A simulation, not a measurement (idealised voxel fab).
The process module presented herein is designated voxel tone inversion.
The cross-section on display is named cut; it measures 300 nm wide, and its cells are 5 nm squares.
In what follows, cross-sections appear as grids of square cells, described through bands that run from the top down, where every band is one or more rows of cells. Look at the band entry: it leads with the top's height and the bottom's height in nm. Then it lists the materials left to right, with a width in nm for each. The word "throughout" on a single material says that material fills the band edge to edge. The word "empty" is empty space. Ref level 0: as-received wafer is one material below here. Bottom band extends down with no lower bound ("0 and below"). It should be noted that a width expressed as "30->40" varies in equal increments from row to row of cells within the band, taking the value of the first number at the top row and that of the second number at the bottom row. "no alterations made" means the step left every cell of the cross-section as it was. Heads up: "Closed void roster" only lists the empty pockets with no open path to the top that are 8 cells or more, and it writes them as width x height at distance, distance from the left edge, in nm. Post-settings text on a step line: simulator's own remark regarding the step. The "overlay nm" setting may appear on a step's line; for a step that uses a mask, it gives how far to the right of its planned position the mask lay, and a negative value indicates the left.

# Steps in the process plan
1: RECEIVE with material Si
2: CONFORMAL_DEP with material SiCN, thk nm 10
3: DIRECTIONAL_DEP with material polySi, thk nm 20
4: PATTERN with tone cover, mask id POSTS, material resist, width nm 25, pitch nm 55, thk nm 30, overlay nm 0
5: DIRECTIONAL_ETCH with etch materials polySi, depth nm 20
6: STRIP with etch materials resist
7: FILL_DEP with material SiO2, thk nm 10
8: CMP with height nm 30
9: STRIP with etch materials polySi
10: CONFORMAL_DEP with material TiN, thk nm 5
11: FILL_DEP with material Cu, thk nm 10
12: CMP with height nm 30
13: CONFORMAL_DEP with material SiN, thk nm 5

# Wafer cross-section on receipt, i.e. after step 1
> 0 and below = Si throughout
> Closed void roster: none

# The first of the two wafers as seen in cross-section once the module was finished; processing followed the plan
> 35 down to 30 = SiN throughout
> 30 down to 15 = SiO2: 55  TiN: 5  Cu: 15  TiN: 5  SiO2: 30  TiN: 5  Cu: 15  TiN: 5  SiO2: 30  TiN: 5  Cu: 15  TiN: 5  SiO2: 30  TiN: 5  Cu: 15  TiN: 5  SiO2: 55
> 15 down to 10 = SiO2: 55  TiN: 25  SiO2: 30  TiN: 25  SiO2: 30  TiN: 25  SiO2: 30  TiN: 25  SiO2: 55
> 10 down to 0 = SiCN throughout
> 0 and below = Si throughout
> Closed void roster: none

# Here's the second of our two wafers sectioned at module end. Same start as the first, same plan, but one mistake got made running it
> 35 down to 30 = SiN throughout
> 30 down to 15 = SiO2: 55  SiN: 5  Cu: 15  SiN: 5  SiO2: 30  SiN: 5  Cu: 15  SiN: 5  SiO2: 30  SiN: 5  Cu: 15  SiN: 5  SiO2: 30  SiN: 5  Cu: 15  SiN: 5  SiO2: 55
> 15 down to 10 = SiO2: 55  SiN: 25  SiO2: 30  SiN: 25  SiO2: 30  SiN: 25  SiO2: 30  SiN: 25  SiO2: 55
> 10 down to 0 = SiCN throughout
> 0 and below = Si throughout
> Closed void roster: none
Processing error: in deviation from the planned setting, step 10 was conducted as CONFORMAL_DEP with material SiN, thk nm 5
Final comparison by cell count, materials where the second wafer has more or fewer than the first: SiN: 44 more, TiN: 44 fewer
